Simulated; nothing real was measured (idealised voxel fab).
You're looking at the process module voxel air gaps.
This is section cut - it's 215 nm across, gridded in 5 nm square cells.
A cross-section in this document is a grid of square cells, and it is written down as bands, the top band listed before the ones below it; a band is made up of one or more rows of cells. The band entry comprises the height of the band's top followed by the height of its bottom, expressed in nm, and subsequently the band's materials from left to right, each stated together with its width in nm. Where a single material is marked with the word "everywhere", that material fills the band from edge to edge. The word "empty" represents empty space. Measure heights from 0. That's the level where, below it, the as-received wafer is all one material. The lowest band is bottomless and extends downward; write it as in "top 0, no bottom". The two numbers in a width such as "30->40" mark its ends across the band: the first belongs to the top row of cells, the second to the bottom row, and from each row to the next the width moves by the same amount. When a step is marked "nothing changed", none of the cells in the cross-section changed during that step. Any empty space of 8 cells or more lacking an open way to the top shows up in "Cavities, sealed" as width x height at distance, distance from the left edge, in nm. Where a step's line continues beyond its settings, the continuation is a remark by the simulator itself on that step. When a step includes a mask, the "overlay nm" setting on its line states how far to the right of its planned place that mask lay, and negative values state how far to the left.

-- Process steps (planned)
| 1 | RECEIVE | material Si |
| 2 | CONFORMAL_DEP | material SiO2 | thk nm 10 |
| 3 | CONFORMAL_DEP | material SiCN | thk nm 5 |
| 4 | DIRECTIONAL_DEP | material lowk | thk nm 35 |
| 5 | MASKED_ETCH | tone open | mask id LINES | width nm 20 | pitch nm 50 | etch materials lowk | depth nm 35 | overlay nm 0 |
| 6 | CONFORMAL_DEP | material TiN | thk nm 5 |
| 7 | FILL_DEP | material Ru | thk nm 10 |
| 8 | CMP | height nm 50 |
| 9 | EPI | material Ru | thk nm 10 |
| 10 | SELECTIVE_ETCH | etch materials lowk | depth nm 45 |
| 11 | CONFORMAL_DEP | material SiCN | thk nm 5 |

-- Incoming wafer in cross-section (state: after step 1)
	top 0, no bottom: Si everywhere
	Cavities, sealed: none

-- Same starting wafer, same plan as above, one mistake in the execution; this is the cross-section at the end of the module
	top 65, bottom 60: 200 SiCN, 15 empty
	top 60, bottom 50: 5 SiCN, 40 Ru, 10 SiCN, 40 Ru, 10 SiCN, 40 Ru, 10 SiCN, 40 Ru, 5 SiCN, 15 empty
	top 50, bottom 45: 15 SiCN, 5 TiN, 10 Ru, 5 TiN, 30 SiCN, 5 TiN, 10 Ru, 5 TiN, 30 SiCN, 5 TiN, 10 Ru, 5 TiN, 30 SiCN, 5 TiN, 10 Ru, 5 TiN, 15 SiCN, 15 empty
	top 45, bottom 20: 10 empty, 5 SiCN, 5 TiN, 10 Ru, 5 TiN, 5 SiCN, 20 empty, 5 SiCN, 5 TiN, 10 Ru, 5 TiN, 5 SiCN, 20 empty, 5 SiCN, 5 TiN, 10 Ru, 5 TiN, 5 SiCN, 20 empty, 5 SiCN, 5 TiN, 10 Ru, 5 TiN, 5 SiCN, 25 empty
	top 20, bottom 15: 15 SiCN, 20 TiN, 30 SiCN, 20 TiN, 30 SiCN, 20 TiN, 30 SiCN, 20 TiN, 30 SiCN
	top 15, bottom 10: SiCN everywhere
	top 10, bottom 0: SiO2 everywhere
	top 0, no bottom: Si everywhere
	Cavities, sealed: 10 x 25 at 0; 20 x 25 at 40; 20 x 25 at 90; 20 x 25 at 140
The mistake made against the process plan was this: not per plan at step 5, really ran MASKED_ETCH | tone open | mask id LINES | width nm 20 | pitch nm 50 | etch materials lowk | depth nm 35 | overlay nm -5
